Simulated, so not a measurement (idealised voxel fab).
process module | voxel air gaps
cross-section cut | 210 nm wide | cells 5 nm
A cross-section is a grid of square cells, given in bands from the top down. A band is one or more rows of cells.
Each band's line starts with the height of the band's top and of its bottom, in nm. Then come its materials from left to right, each with its width in nm. One material with "throughout" fills the band from edge to edge. "air" is empty space.
Height 0 is the level under which the wafer as received is all one material. The lowest band goes on downwards, as in "0 down".
A width such as "30 to 40" changes by the same amount from each row of cells to the next, from the band's top row to its bottom row.
"no change" after a step means that no cell of the cross-section changed.
closed voids: empty space of 8 cells or more with no open way to the top, each as width x height at its distance from the left edge, in nm
after a step's settings: what the simulator itself notes on the step
overlay nm, on a step with a mask: how far to the right of its planned place the mask lay; to the left if negative
plan
1 op RECEIVE | material Si
2 op CONFORMAL_DEP | material SiO2 | thk nm 10
3 op CONFORMAL_DEP | material SiN | thk nm 5
4 op DIRECTIONAL_DEP | material lowk | thk nm 40
5 op PATTERN | tone open | mask id LINES | material resist | width nm 15 | pitch nm 40 | thk nm 15 | overlay nm 0
6 op DIRECTIONAL_ETCH | etch materials lowk | depth nm 40
7 op STRIP | etch materials resist
8 op CONFORMAL_DEP | material TiN | thk nm 5
9 op FILL_DEP | material Ru | thk nm 10
10 op CMP | height nm 55
11 op EPI | material Ru | thk nm 10
12 op SELECTIVE_ETCH | etch materials lowk | depth nm 50
13 op CONFORMAL_DEP | material SiCN | thk nm 5
first wafer, as planned
as received, after step 1
  0 down: Si throughout
  closed voids: none
after step 2
  10 to 0: SiO2 throughout
  below 0: unchanged
after step 3
  15 to 10: SiN throughout
  below 10: unchanged
after step 4
  55 to 15: lowk throughout
  below 15: unchanged
after step 5
  70 to 55: resist 55 | air 15 | resist 25 | air 15 | resist 25 | air 15 | resist 60
  below 55: unchanged
after step 6
  70 to 55: resist 55 | air 15 | resist 25 | air 15 | resist 25 | air 15 | resist 60
  55 to 15: lowk 55 | air 15 | lowk 25 | air 15 | lowk 25 | air 15 | lowk 60
  below 15: unchanged
after step 7
  55 to 15: lowk 55 | air 15 | lowk 25 | air 15 | lowk 25 | air 15 | lowk 60
  below 15: unchanged
after step 8
  60 to 55: TiN 60 | air 5 | TiN 35 | air 5 | TiN 35 | air 5 | TiN 65
  55 to 20: lowk 55 | TiN 5 | air 5 | TiN 5 | lowk 25 | TiN 5 | air 5 | TiN 5 | lowk 25 | TiN 5 | air 5 | TiN 5 | lowk 60
  20 to 15: lowk 55 | TiN 15 | lowk 25 | TiN 15 | lowk 25 | TiN 15 | lowk 60
  below 15: unchanged
after step 9
  70 to 60: Ru throughout
  60 to 55: TiN 60 | Ru 5 | TiN 35 | Ru 5 | TiN 35 | Ru 5 | TiN 65
  55 to 20: lowk 55 | TiN 5 | Ru 5 | TiN 5 | lowk 25 | TiN 5 | Ru 5 | TiN 5 | lowk 25 | TiN 5 | Ru 5 | TiN 5 | lowk 60
  below 20: unchanged
after step 10
  55 to 20: lowk 55 | TiN 5 | Ru 5 | TiN 5 | lowk 25 | TiN 5 | Ru 5 | TiN 5 | lowk 25 | TiN 5 | Ru 5 | TiN 5 | lowk 60
  below 20: unchanged
after step 11
  65 to 55: air 45 | Ru 35 | air 5 | Ru 35 | air 5 | Ru 35 | air 50
  below 55: unchanged
after step 12
  65 to 55: air 45 | Ru 35 | air 5 | Ru 35 | air 5 | Ru 35 | air 50
  55 to 20: air 55 | TiN 5 | Ru 5 | TiN 5 | air 25 | TiN 5 | Ru 5 | TiN 5 | air 25 | TiN 5 | Ru 5 | TiN 5 | air 60
  20 to 15: air 55 | TiN 15 | air 25 | TiN 15 | air 25 | TiN 15 | air 60
  below 15: unchanged
after step 13
  70 to 65: air 40 | SiCN 125 | air 45
  65 to 55: air 40 | SiCN 5 | Ru 35 | SiCN 5 | Ru 35 | SiCN 5 | Ru 35 | SiCN 5 | air 45
  55 to 50: air 40 | SiCN 15 | TiN 5 | Ru 5 | TiN 5 | SiCN 25 | TiN 5 | Ru 5 | TiN 5 | SiCN 25 | TiN 5 | Ru 5 | TiN 5 | SiCN 15 | air 45
  50 to 20: air 50 | SiCN 5 | TiN 5 | Ru 5 | TiN 5 | SiCN 5 | air 15 | SiCN 5 | TiN 5 | Ru 5 | TiN 5 | SiCN 5 | air 15 | SiCN 5 | TiN 5 | Ru 5 | TiN 5 | SiCN 5 | air 55
  20 to 15: SiCN 55 | TiN 15 | SiCN 25 | TiN 15 | SiCN 25 | TiN 15 | SiCN 60
  below 15: unchanged
  closed voids: 15 x 30 at 75; 15 x 30 at 115
second wafer: like start, like plan, one mistake. Through step 4 it matches the first wafer
when step 5 should have ended
  70 to 55: air 55 | resist 15 | air 25 | resist 15 | air 25 | resist 15 | air 60
  below 55: unchanged
when step 6 should have ended
  70 to 55: air 55 | resist 15 | air 25 | resist 15 | air 25 | resist 15 | air 60
  55 to 15: air 55 | lowk 15 | air 25 | lowk 15 | air 25 | lowk 15 | air 60
  below 15: unchanged
when step 7 should have ended
  55 to 15: air 55 | lowk 15 | air 25 | lowk 15 | air 25 | lowk 15 | air 60
  below 15: unchanged
when step 8 should have ended
  60 to 55: air 50 | TiN 25 | air 15 | TiN 25 | air 15 | TiN 25 | air 55
  55 to 20: air 50 | TiN 5 | lowk 15 | TiN 5 | air 15 | TiN 5 | lowk 15 | TiN 5 | air 15 | TiN 5 | lowk 15 | TiN 5 | air 55
  20 to 15: TiN 55 | lowk 15 | TiN 25 | lowk 15 | TiN 25 | lowk 15 | TiN 60
  below 15: unchanged
when step 9 should have ended
  70 to 60: Ru throughout
  60 to 55: Ru 50 | TiN 25 | Ru 15 | TiN 25 | Ru 15 | TiN 25 | Ru 55
  55 to 20: Ru 50 | TiN 5 | lowk 15 | TiN 5 | Ru 15 | TiN 5 | lowk 15 | TiN 5 | Ru 15 | TiN 5 | lowk 15 | TiN 5 | Ru 55
  below 20: unchanged
when step 10 should have ended
  55 to 20: Ru 50 | TiN 5 | lowk 15 | TiN 5 | Ru 15 | TiN 5 | lowk 15 | TiN 5 | Ru 15 | TiN 5 | lowk 15 | TiN 5 | Ru 55
  below 20: unchanged
when step 11 should have ended
  65 to 55: Ru throughout
  below 55: unchanged
when step 12 should have ended: no change
when step 13 should have ended
  70 to 65: SiCN throughout
  below 65: unchanged
what went wrong: step 5 ran as: op PATTERN | tone cover | mask id LINES | material resist | width nm 15 | pitch nm 40 | thk nm 15 | overlay nm 0
at the end the second wafer has, in cells: 210 more of Ru | 76 fewer of SiCN | 24 more of TiN | 72 more of lowk
closed voids at the end (first wafer, second wafer): 2, 0
